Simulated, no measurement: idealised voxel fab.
process module | voxel wiring stack
cross-section cut | 155 nm wide | cells 5 nm
A cross-section is a grid of square cells, given in bands from the top down. A band is one or more rows of cells.
Each band's line starts with the height of the band's top and of its bottom, in nm. Then come its materials from left to right, each with its width in nm. One material with "throughout" fills the band from edge to edge. "air" is empty space.
Height 0 is the level under which the wafer as received is all one material. The lowest band goes on downwards, as in "0 down".
A width such as "30 to 40" changes by the same amount from each row of cells to the next, from the band's top row to its bottom row.
"no change" after a step means that no cell of the cross-section changed.
closed voids: empty space of 8 cells or more with no open way to the top, each as width x height at its distance from the left edge, in nm
after a step's settings: what the simulator itself notes on the step
overlay nm, on a step with a mask: how far to the right of its planned place the mask lay; to the left if negative
plan
1 op RECEIVE | material Si
2 op CONFORMAL_DEP | material SiO2 | thk nm 10
3 op DIRECTIONAL_DEP | material TiN | thk nm 5
4 op DIRECTIONAL_DEP | material Ru | thk nm 25
5 op PATTERN | tone cover | mask id METAL_1 | material resist | width nm 30 | pitch nm 45 | thk nm 20 | overlay nm 0
6 op DIRECTIONAL_ETCH | etch materials Ru | depth nm 25
7 op DIRECTIONAL_ETCH | etch materials TiN | depth nm 5
8 op STRIP | etch materials resist
9 op CONFORMAL_DEP | material SiN | thk nm 5
10 op FILL_DEP | material SiO2 | thk nm 5
11 op CMP | height nm 40
12 op CONFORMAL_DEP | material SiCN | thk nm 5
13 op DIRECTIONAL_DEP | material SiO2 | thk nm 30
14 op DIRECTIONAL_DEP | material aC | thk nm 10
15 op PATTERN | tone open | mask id METAL_2_HOLES | material resist | width nm 15 | pitch nm 45 | thk nm 25 | overlay nm 0
16 op DIRECTIONAL_ETCH | etch materials aC | depth nm 10
17 op STRIP | etch materials resist
18 op DIRECTIONAL_ETCH | etch materials SiO2 | depth nm 30
19 op STRIP | etch materials aC
20 op DIRECTIONAL_DEP | material aC | thk nm 15
21 op PATTERN | tone open | mask id METAL_2 | material resist | width nm 30 | pitch nm 45 | thk nm 35 | overlay nm 0
22 op DIRECTIONAL_ETCH | etch materials aC | depth nm 15
23 op STRIP | etch materials resist
24 op DIRECTIONAL_ETCH | etch materials SiO2 | depth nm 15
25 op DIRECTIONAL_ETCH | etch materials SiCN | depth nm 5
26 op STRIP | etch materials aC
27 op CONFORMAL_DEP | material TiN | thk nm 5
28 op FILL_DEP | material Cu | thk nm 5
29 op CMP | height nm 75
30 op CONFORMAL_DEP | material SiCN | thk nm 5
31 op DIRECTIONAL_DEP | material lowk | thk nm 10
32 op DIRECTIONAL_DEP | material aC | thk nm 15
33 op PATTERN | tone open | mask id PLUG_2 | material resist | width nm 15 | pitch nm 45 | thk nm 30 | overlay nm 0
34 op DIRECTIONAL_ETCH | etch materials aC | depth nm 15
35 op STRIP | etch materials resist
36 op DIRECTIONAL_ETCH | etch materials lowk | depth nm 10
37 op DIRECTIONAL_ETCH | etch materials SiCN | depth nm 5
38 op STRIP | etch materials aC
39 op CONFORMAL_DEP | material TiN | thk nm 5
40 op FILL_DEP | material Cu | thk nm 5
41 op CMP | height nm 90
42 op DIRECTIONAL_DEP | material TiN | thk nm 5
43 op DIRECTIONAL_DEP | material W | thk nm 20
44 op DIRECTIONAL_DEP | material aC | thk nm 15
45 op PATTERN | tone cover | mask id METAL_3 | material resist | width nm 30 | pitch nm 45 | thk nm 30 | overlay nm 0
46 op DIRECTIONAL_ETCH | etch materials aC | depth nm 15
47 op STRIP | etch materials resist
48 op DIRECTIONAL_ETCH | etch materials W | depth nm 20
49 op DIRECTIONAL_ETCH | etch materials TiN | depth nm 5
50 op STRIP | etch materials aC
51 op CONFORMAL_DEP | material SiN | thk nm 5
52 op FILL_DEP | material lowk | thk nm 5
53 op CMP | height nm 115
54 op CONFORMAL_DEP | material SiN | thk nm 5
as received, after step 1
  0 down: Si throughout
  closed voids: none
first wafer at the end, as planned
  120 to 115: SiN throughout
  115 to 95: lowk 10 | SiN 5 | W 30 | SiN 5 | lowk 5 | SiN 5 | W 30 | SiN 5 | lowk 5 | SiN 5 | W 30 | SiN 5 | lowk 15
  95 to 90: SiN 15 | TiN 30 | SiN 15 | TiN 30 | SiN 15 | TiN 30 | SiN 20
  90 to 80: lowk 15 | TiN 5 | Cu 5 | TiN 5 | lowk 30 | TiN 5 | Cu 5 | TiN 5 | lowk 30 | TiN 5 | Cu 5 | TiN 5 | lowk 35
  80 to 75: SiCN 15 | TiN 15 | SiCN 30 | TiN 15 | SiCN 30 | TiN 15 | SiCN 35
  75 to 65: SiO2 15 | TiN 5 | Cu 20 | TiN 5 | SiO2 15 | TiN 5 | Cu 20 | TiN 5 | SiO2 15 | TiN 5 | Cu 20 | TiN 5 | SiO2 20
  65 to 60: SiO2 15 | TiN 5 | Cu 5 | TiN 20 | SiO2 15 | TiN 5 | Cu 5 | TiN 20 | SiO2 15 | TiN 5 | Cu 5 | TiN 20 | SiO2 20
  60 to 45: SiO2 15 | TiN 5 | Cu 5 | TiN 5 | SiO2 30 | TiN 5 | Cu 5 | TiN 5 | SiO2 30 | TiN 5 | Cu 5 | TiN 5 | SiO2 35
  45 to 40: SiCN 15 | TiN 15 | SiCN 30 | TiN 15 | SiCN 30 | TiN 15 | SiCN 35
  40 to 15: SiO2 10 | SiN 5 | Ru 30 | SiN 5 | SiO2 5 | SiN 5 | Ru 30 | SiN 5 | SiO2 5 | SiN 5 | Ru 30 | SiN 5 | SiO2 15
  15 to 10: SiN 15 | TiN 30 | SiN 15 | TiN 30 | SiN 15 | TiN 30 | SiN 20
  10 to 0: SiO2 throughout
  0 down: Si throughout
  closed voids: none
second wafer at the end: like start, like plan, one mistake
  120 to 115: SiN throughout
  115 to 95: lowk 10 | SiN 5 | W 30 | SiN 5 | lowk 5 | SiN 5 | W 30 | SiN 5 | lowk 5 | SiN 5 | W 30 | SiN 5 | lowk 15
  95 to 90: SiN 15 | TiN 30 | SiN 15 | TiN 30 | SiN 15 | TiN 30 | SiN 20
  90 to 80: lowk 15 | TiN 5 | Cu 5 | TiN 5 | lowk 30 | TiN 5 | Cu 5 | TiN 5 | lowk 30 | TiN 5 | Cu 5 | TiN 5 | lowk 35
  80 to 75: SiCN 15 | TiN 15 | SiCN 30 | TiN 15 | SiCN 30 | TiN 15 | SiCN 35
  75 to 65: SiO2 15 | TiN 5 | Cu 15 | TiN 5 | SiO2 20 | TiN 5 | Cu 15 | TiN 5 | SiO2 20 | TiN 5 | Cu 15 | TiN 5 | SiO2 25
  65 to 60: SiO2 15 | TiN 5 | Cu 5 | TiN 15 | SiO2 20 | TiN 5 | Cu 5 | TiN 15 | SiO2 20 | TiN 5 | Cu 5 | TiN 15 | SiO2 25
  60 to 50: SiO2 15 | TiN 5 | Cu 5 | TiN 5 | SiO2 30 | TiN 5 | Cu 5 | TiN 5 | SiO2 30 | TiN 5 | Cu 5 | TiN 5 | SiO2 35
  50 to 45: SiO2 15 | TiN 15 | SiO2 30 | TiN 15 | SiO2 30 | TiN 15 | SiO2 35
  45 to 40: SiCN 20 | TiN 10 | SiCN 35 | TiN 10 | SiCN 35 | TiN 10 | SiCN 35
  40 to 15: SiO2 10 | SiN 5 | Ru 30 | SiN 5 | SiO2 5 | SiN 5 | Ru 30 | SiN 5 | SiO2 5 | SiN 5 | Ru 30 | SiN 5 | SiO2 15
  15 to 10: SiN 15 | TiN 30 | SiN 15 | TiN 30 | SiN 15 | TiN 30 | SiN 20
  10 to 0: SiO2 throughout
  0 down: Si throughout
  closed voids: none
what went wrong: step 21 ran as: op PATTERN | tone open | mask id METAL_2 | material resist | width nm 20 | pitch nm 45 | thk nm 35 | overlay nm 0
at the end the second wafer has, in cells: 9 fewer of Cu | 3 more of SiCN | 9 more of SiO2 | 3 fewer of TiN
